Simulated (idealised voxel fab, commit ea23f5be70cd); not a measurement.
process module | voxel gate over fins
cross-section cut | 275 nm wide | cells 5 nm
A cross-section is a grid of square cells, given in bands from the top down. A band is one or more rows of cells.
Each band's line starts with the height of the band's top and of its bottom, in nm. Then come its materials from left to right, each with its width in nm. One material with "throughout" fills the band from edge to edge. "air" is empty space.
Height 0 is the level under which the wafer as received is all one material. The lowest band goes on downwards, as in "0 down".
A width such as "30 to 40" changes by the same amount from each row of cells to the next, from the band's top row to its bottom row.
"no change" after a step means that no cell of the cross-section changed.
closed voids: empty space of 8 cells or more with no open way to the top, each as width x height at its distance from the left edge, in nm
after a step's settings: what the simulator itself notes on the step
overlay nm, on a step with a mask: how far to the right of its planned place the mask lay; to the left if negative
plan
1 op RECEIVE | material Si
2 op CONFORMAL_DEP | material SiN | thk nm 10
3 op MASKED_ETCH | tone cover | mask id FINS | width nm 15 | pitch nm 55 | etch materials SiN | depth nm 10 | overlay nm 0
4 op MASKED_ETCH | tone cover | mask id FINS | width nm 15 | pitch nm 55 | etch materials Si | depth nm 35 | overlay nm 0
5 op FILL_DEP | material SiO2 | thk nm 10
6 op CMP | height nm 10
7 op PATTERN | tone open | mask id RAIL | material resist | width nm 15 | thk nm 15 | overlay nm 0
8 op DIRECTIONAL_ETCH | etch materials SiO2 | depth nm 40
9 op STRIP | etch materials resist
10 op CONFORMAL_DEP | material TiN | thk nm 5
11 op FILL_DEP | material W | thk nm 10
12 op CMP | height nm 10
13 op SELECTIVE_ETCH | etch materials W Ru TiN | depth nm 30
14 op FILL_DEP | material SiO2 | thk nm 5
15 op CMP | height nm 10
16 op SELECTIVE_ETCH | etch materials SiO2 | depth nm 25
17 op STRIP | etch materials SiN
18 op CONFORMAL_DEP | material HfO2 | thk nm 5
19 op CONFORMAL_DEP | material TiN | thk nm 5
20 op CONFORMAL_DEP | material TiAl | thk nm 5
21 op CONFORMAL_DEP | material TiN | thk nm 5
22 op FILL_DEP | material W | thk nm 10
23 op CMP | height nm 25
24 op CONFORMAL_DEP | material SiN | thk nm 10
first wafer, as planned
as received, after step 1
  0 down: Si throughout
  closed voids: none
after step 2
  10 to 0: SiN throughout
  below 0: unchanged
after step 3
  10 to 0: air 100 | SiN 15 | air 40 | SiN 15 | air 105
  below 0: unchanged
after step 4
  10 to 0: air 100 | SiN 15 | air 40 | SiN 15 | air 105
  0 to -35: air 100 | Si 15 | air 40 | Si 15 | air 105
  below -35: unchanged
after step 5
  20 to 10: SiO2 throughout
  10 to 0: SiO2 100 | SiN 15 | SiO2 40 | SiN 15 | SiO2 105
  0 to -35: SiO2 100 | Si 15 | SiO2 40 | Si 15 | SiO2 105
  below -35: unchanged
after step 6
  10 to 0: SiO2 100 | SiN 15 | SiO2 40 | SiN 15 | SiO2 105
  below 0: unchanged
after step 7
  25 to 10: resist 125 | air 15 | resist 135
  below 10: unchanged
after step 8
  25 to 10: resist 125 | air 15 | resist 135
  10 to 0: SiO2 100 | SiN 15 | SiO2 10 | air 15 | SiO2 15 | SiN 15 | SiO2 105
  0 to -30: SiO2 100 | Si 15 | SiO2 10 | air 15 | SiO2 15 | Si 15 | SiO2 105
  below -30: unchanged
after step 9
  10 to 0: SiO2 100 | SiN 15 | SiO2 10 | air 15 | SiO2 15 | SiN 15 | SiO2 105
  below 0: unchanged
after step 10
  15 to 10: TiN 130 | air 5 | TiN 140
  10 to 0: SiO2 100 | SiN 15 | SiO2 10 | TiN 5 | air 5 | TiN 5 | SiO2 15 | SiN 15 | SiO2 105
  0 to -25: SiO2 100 | Si 15 | SiO2 10 | TiN 5 | air 5 | TiN 5 | SiO2 15 | Si 15 | SiO2 105
  -25 to -30: SiO2 100 | Si 15 | SiO2 10 | TiN 15 | SiO2 15 | Si 15 | SiO2 105
  below -30: unchanged
after step 11
  25 to 15: W throughout
  15 to 10: TiN 130 | W 5 | TiN 140
  10 to 0: SiO2 100 | SiN 15 | SiO2 10 | TiN 5 | W 5 | TiN 5 | SiO2 15 | SiN 15 | SiO2 105
  0 to -25: SiO2 100 | Si 15 | SiO2 10 | TiN 5 | W 5 | TiN 5 | SiO2 15 | Si 15 | SiO2 105
  below -25: unchanged
after step 12
  10 to 0: SiO2 100 | SiN 15 | SiO2 10 | TiN 5 | W 5 | TiN 5 | SiO2 15 | SiN 15 | SiO2 105
  below 0: unchanged
after step 13
  10 to 0: SiO2 100 | SiN 15 | SiO2 10 | air 15 | SiO2 15 | SiN 15 | SiO2 105
  0 to -20: SiO2 100 | Si 15 | SiO2 10 | air 15 | SiO2 15 | Si 15 | SiO2 105
  below -20: unchanged
after step 14
  15 to 10: SiO2 throughout
  10 to 0: SiO2 100 | SiN 15 | SiO2 40 | SiN 15 | SiO2 105
  0 to -20: SiO2 100 | Si 15 | SiO2 40 | Si 15 | SiO2 105
  below -20: unchanged
after step 15
  10 to 0: SiO2 100 | SiN 15 | SiO2 40 | SiN 15 | SiO2 105
  below 0: unchanged
after step 16
  10 to 0: air 100 | SiN 15 | air 40 | SiN 15 | air 105
  0 to -15: air 100 | Si 15 | air 40 | Si 15 | air 105
  below -15: unchanged
after step 17
  0 to -15: air 100 | Si 15 | air 40 | Si 15 | air 105
  below -15: unchanged
after step 18
  5 to 0: air 95 | HfO2 25 | air 30 | HfO2 25 | air 100
  0 to -10: air 95 | HfO2 5 | Si 15 | HfO2 5 | air 30 | HfO2 5 | Si 15 | HfO2 5 | air 100
  -10 to -15: HfO2 100 | Si 15 | HfO2 40 | Si 15 | HfO2 105
  below -15: unchanged
after step 19
  10 to 5: air 90 | TiN 35 | air 20 | TiN 35 | air 95
  5 to 0: air 90 | TiN 5 | HfO2 25 | TiN 5 | air 20 | TiN 5 | HfO2 25 | TiN 5 | air 95
  0 to -5: air 90 | TiN 5 | HfO2 5 | Si 15 | HfO2 5 | TiN 5 | air 20 | TiN 5 | HfO2 5 | Si 15 | HfO2 5 | TiN 5 | air 95
  -5 to -10: TiN 95 | HfO2 5 | Si 15 | HfO2 5 | TiN 30 | HfO2 5 | Si 15 | HfO2 5 | TiN 100
  below -10: unchanged
after step 20
  15 to 10: air 85 | TiAl 45 | air 10 | TiAl 45 | air 90
  10 to 5: air 85 | TiAl 5 | TiN 35 | TiAl 5 | air 10 | TiAl 5 | TiN 35 | TiAl 5 | air 90
  5 to 0: air 85 | TiAl 5 | TiN 5 | HfO2 25 | TiN 5 | TiAl 5 | air 10 | TiAl 5 | TiN 5 | HfO2 25 | TiN 5 | TiAl 5 | air 90
  0 to -5: TiAl 90 | TiN 5 | HfO2 5 | Si 15 | HfO2 5 | TiN 5 | TiAl 20 | TiN 5 | HfO2 5 | Si 15 | HfO2 5 | TiN 5 | TiAl 95
  below -5: unchanged
after step 21
  20 to 15: air 80 | TiN 110 | air 85
  15 to 10: air 80 | TiN 5 | TiAl 45 | TiN 10 | TiAl 45 | TiN 5 | air 85
  10 to 5: air 80 | TiN 5 | TiAl 5 | TiN 35 | TiAl 5 | TiN 10 | TiAl 5 | TiN 35 | TiAl 5 | TiN 5 | air 85
  5 to 0: TiN 85 | TiAl 5 | TiN 5 | HfO2 25 | TiN 5 | TiAl 5 | TiN 10 | TiAl 5 | TiN 5 | HfO2 25 | TiN 5 | TiAl 5 | TiN 90
  below 0: unchanged
after step 22
  30 to 20: W throughout
  20 to 15: W 80 | TiN 110 | W 85
  15 to 10: W 80 | TiN 5 | TiAl 45 | TiN 10 | TiAl 45 | TiN 5 | W 85
  10 to 5: W 80 | TiN 5 | TiAl 5 | TiN 35 | TiAl 5 | TiN 10 | TiAl 5 | TiN 35 | TiAl 5 | TiN 5 | W 85
  below 5: unchanged
after step 23
  25 to 20: W throughout
  below 20: unchanged
after step 24
  35 to 25: SiN throughout
  below 25: unchanged
second wafer: like start, like plan, one mistake. Through step 15 it matches the first wafer
when step 16 should have ended
  10 to 0: SiO2 100 | air 15 | SiO2 40 | air 15 | SiO2 105
  below 0: unchanged
when step 17 should have ended
  0 to -15: air 100 | Si 15 | air 40 | Si 15 | air 105
  -15 to -20: SiO2 75 | air 25 | Si 15 | air 40 | Si 15 | air 25 | SiO2 80
  -20 to -25: SiO2 75 | air 25 | Si 15 | air 10 | TiN 5 | W 5 | TiN 5 | air 15 | Si 15 | air 25 | SiO2 80
  below -25: unchanged
when step 18 should have ended
  5 to 0: air 95 | HfO2 25 | air 30 | HfO2 25 | air 100
  0 to -10: air 95 | HfO2 5 | Si 15 | HfO2 5 | air 30 | HfO2 5 | Si 15 | HfO2 5 | air 100
  -10 to -15: HfO2 80 | air 15 | HfO2 5 | Si 15 | HfO2 5 | air 30 | HfO2 5 | Si 15 | HfO2 5 | air 15 | HfO2 85
  -15 to -20: SiO2 75 | HfO2 5 | air 15 | HfO2 5 | Si 15 | HfO2 30 | air 5 | HfO2 5 | Si 15 | HfO2 5 | air 15 | HfO2 5 | SiO2 80
  -20 to -25: SiO2 75 | HfO2 25 | Si 15 | HfO2 10 | TiN 5 | W 5 | TiN 5 | HfO2 15 | Si 15 | HfO2 25 | SiO2 80
  below -25: unchanged
when step 19 should have ended
  10 to 5: air 90 | TiN 35 | air 20 | TiN 35 | air 95
  5 to 0: air 90 | TiN 5 | HfO2 25 | TiN 5 | air 20 | TiN 5 | HfO2 25 | TiN 5 | air 95
  0 to -5: air 90 | TiN 5 | HfO2 5 | Si 15 | HfO2 5 | TiN 5 | air 20 | TiN 5 | HfO2 5 | Si 15 | HfO2 5 | TiN 5 | air 95
  -5 to -10: TiN 85 | air 5 | TiN 5 | HfO2 5 | Si 15 | HfO2 5 | TiN 5 | air 20 | TiN 5 | HfO2 5 | Si 15 | HfO2 5 | TiN 5 | air 5 | TiN 90
  -10 to -15: HfO2 80 | TiN 5 | air 5 | TiN 5 | HfO2 5 | Si 15 | HfO2 5 | TiN 30 | HfO2 5 | Si 15 | HfO2 5 | TiN 5 | air 5 | TiN 5 | HfO2 85
  -15 to -20: SiO2 75 | HfO2 5 | TiN 15 | HfO2 5 | Si 15 | HfO2 30 | TiN 5 | HfO2 5 | Si 15 | HfO2 5 | TiN 15 | HfO2 5 | SiO2 80
  below -20: unchanged
when step 20 should have ended
  15 to 10: air 85 | TiAl 45 | air 10 | TiAl 45 | air 90
  10 to 5: air 85 | TiAl 5 | TiN 35 | TiAl 5 | air 10 | TiAl 5 | TiN 35 | TiAl 5 | air 90
  5 to 0: air 85 | TiAl 5 | TiN 5 | HfO2 25 | TiN 5 | TiAl 5 | air 10 | TiAl 5 | TiN 5 | HfO2 25 | TiN 5 | TiAl 5 | air 90
  0 to -5: TiAl 90 | TiN 5 | HfO2 5 | Si 15 | HfO2 5 | TiN 5 | TiAl 5 | air 10 | TiAl 5 | TiN 5 | HfO2 5 | Si 15 | HfO2 5 | TiN 5 | TiAl 95
  -5 to -10: TiN 85 | TiAl 5 | TiN 5 | HfO2 5 | Si 15 | HfO2 5 | TiN 5 | TiAl 20 | TiN 5 | HfO2 5 | Si 15 | HfO2 5 | TiN 5 | TiAl 5 | TiN 90
  -10 to -15: HfO2 80 | TiN 5 | TiAl 5 | TiN 5 | HfO2 5 | Si 15 | HfO2 5 | TiN 30 | HfO2 5 | Si 15 | HfO2 5 | TiN 5 | TiAl 5 | TiN 5 | HfO2 85
  below -15: unchanged
when step 21 should have ended
  20 to 15: air 80 | TiN 110 | air 85
  15 to 10: air 80 | TiN 5 | TiAl 45 | TiN 10 | TiAl 45 | TiN 5 | air 85
  10 to 5: air 80 | TiN 5 | TiAl 5 | TiN 35 | TiAl 5 | TiN 10 | TiAl 5 | TiN 35 | TiAl 5 | TiN 5 | air 85
  5 to 0: TiN 85 | TiAl 5 | TiN 5 | HfO2 25 | TiN 5 | TiAl 5 | TiN 10 | TiAl 5 | TiN 5 | HfO2 25 | TiN 5 | TiAl 5 | TiN 90
  0 to -5: TiAl 90 | TiN 5 | HfO2 5 | Si 15 | HfO2 5 | TiN 5 | TiAl 5 | TiN 10 | TiAl 5 | TiN 5 | HfO2 5 | Si 15 | HfO2 5 | TiN 5 | TiAl 95
  below -5: unchanged
when step 22 should have ended
  30 to 20: W throughout
  20 to 15: W 80 | TiN 110 | W 85
  15 to 10: W 80 | TiN 5 | TiAl 45 | TiN 10 | TiAl 45 | TiN 5 | W 85
  10 to 5: W 80 | TiN 5 | TiAl 5 | TiN 35 | TiAl 5 | TiN 10 | TiAl 5 | TiN 35 | TiAl 5 | TiN 5 | W 85
  below 5: unchanged
when step 23 should have ended
  25 to 20: W throughout
  below 20: unchanged
when step 24 should have ended
  35 to 25: SiN throughout
  below 25: unchanged
what went wrong: steps 16 and 17 were swapped
at the end the second wafer has, in cells: 14 more of HfO2 | 33 fewer of SiO2 | 6 more of TiAl | 13 more of TiN
